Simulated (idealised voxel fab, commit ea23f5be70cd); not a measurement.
process module | voxel gate over fins
cross-section cut | 275 nm wide | cells 5 nm
A cross-section is a grid of square cells, given in bands from the top down. A band is one or more rows of cells.
Each band's line starts with the height of the band's top and of its bottom, in nm. Then come its materials from left to right, each with its width in nm. One material with "throughout" fills the band from edge to edge. "air" is empty space.
Height 0 is the level under which the wafer as received is all one material. The lowest band goes on downwards, as in "0 down".
A width such as "30 to 40" changes by the same amount from each row of cells to the next, from the band's top row to its bottom row.
"no change" after a step means that no cell of the cross-section changed.
closed voids: empty space of 8 cells or more with no open way to the top, each as width x height at its distance from the left edge, in nm
after a step's settings: what the simulator itself notes on the step
overlay nm, on a step with a mask: how far to the right of its planned place the mask lay; to the left if negative
plan
1 op RECEIVE | material Si
2 op CONFORMAL_DEP | material SiN | thk nm 10
3 op DIRECTIONAL_DEP | material aC | thk nm 15
4 op PATTERN | tone cover | mask id FINS | material resist | width nm 15 | pitch nm 50 | thk nm 35 | overlay nm 0
5 op DIRECTIONAL_ETCH | etch materials aC | depth nm 15
6 op STRIP | etch materials resist
7 op DIRECTIONAL_ETCH | etch materials SiN | depth nm 10
8 op DIRECTIONAL_ETCH | etch materials Si | depth nm 40
9 op STRIP | etch materials aC
10 op OXIDIZE | depth nm 5
11 op FILL_DEP | material SiO2 | thk nm 15
12 op CMP | height nm 10
13 op MASKED_ETCH | tone open | mask id RAIL | width nm 15 | etch materials SiO2 | depth nm 45 | overlay nm 0
14 op CONFORMAL_DEP | material TiN | thk nm 5
15 op FILL_DEP | material W | thk nm 10
16 op CMP | height nm 10
17 op SELECTIVE_ETCH | etch materials W Ru TiN | depth nm 30
18 op FILL_DEP | material SiO2 | thk nm 5
19 op CMP | height nm 10
20 op SELECTIVE_ETCH | etch materials SiO2 | depth nm 20
21 op STRIP | etch materials SiN
22 op CONFORMAL_DEP | material HfO2 | thk nm 5
23 op CONFORMAL_DEP | material TiN | thk nm 5
24 op CONFORMAL_DEP | material TiAl | thk nm 5
25 op CONFORMAL_DEP | material TiN | thk nm 5
26 op FILL_DEP | material W | thk nm 15
27 op CMP | height nm 30
28 op CONFORMAL_DEP | material SiCN | thk nm 10
as received, after step 1
  0 down: Si throughout
  closed voids: none
first wafer at the end, as planned
  40 to 30: SiCN throughout
  30 to 20: W throughout
  20 to 15: W 90 | TiN 45 | W 5 | TiN 45 | W 90
  15 to 10: W 90 | TiN 5 | TiAl 35 | TiN 5 | W 5 | TiN 5 | TiAl 35 | TiN 5 | W 90
  10 to 5: TiN 95 | TiAl 5 | TiN 25 | TiAl 5 | TiN 15 | TiAl 5 | TiN 25 | TiAl 5 | TiN 95
  5 to 0: TiAl 100 | TiN 5 | HfO2 15 | TiN 5 | TiAl 25 | TiN 5 | HfO2 15 | TiN 5 | TiAl 100
  0 to -5: TiN 105 | HfO2 5 | Si 5 | HfO2 5 | TiN 35 | HfO2 5 | Si 5 | HfO2 5 | TiN 105
  -5 to -10: HfO2 110 | Si 5 | HfO2 45 | Si 5 | HfO2 110
  -10 to -20: SiO2 110 | Si 5 | SiO2 45 | Si 5 | SiO2 110
  -20 to -30: SiO2 110 | Si 5 | SiO2 15 | TiN 5 | W 5 | TiN 5 | SiO2 15 | Si 5 | SiO2 110
  -30 to -35: SiO2 110 | Si 5 | SiO2 15 | TiN 15 | SiO2 15 | Si 5 | SiO2 110
  -35 to -45: SiO2 110 | Si 5 | SiO2 45 | Si 5 | SiO2 110
  -45 down: Si throughout
  closed voids: none
second wafer at the end: like start, like plan, one mistake
  40 to 30: SiCN throughout
  30 to 20: W throughout
  20 to 15: TiN throughout
  15 to 10: TiAl throughout
  10 to 5: TiN throughout
  5 to 0: HfO2 throughout
  0 to -20: SiO2 110 | Si 5 | SiO2 45 | Si 5 | SiO2 110
  -20 to -30: SiO2 110 | Si 5 | SiO2 15 | TiN 5 | W 5 | TiN 5 | SiO2 15 | Si 5 | SiO2 110
  -30 to -35: SiO2 110 | Si 5 | SiO2 15 | TiN 15 | SiO2 15 | Si 5 | SiO2 110
  -35 to -45: SiO2 110 | Si 5 | SiO2 45 | Si 5 | SiO2 110
  -45 down: Si throughout
  closed voids: none
what went wrong: step 20 ran as: op SELECTIVE_ETCH | etch materials SiO2 | depth nm 10
at the end the second wafer has, in cells: 8 fewer of HfO2 | 106 more of SiO2 | 8 fewer of TiAl | 16 fewer of TiN | 74 fewer of W
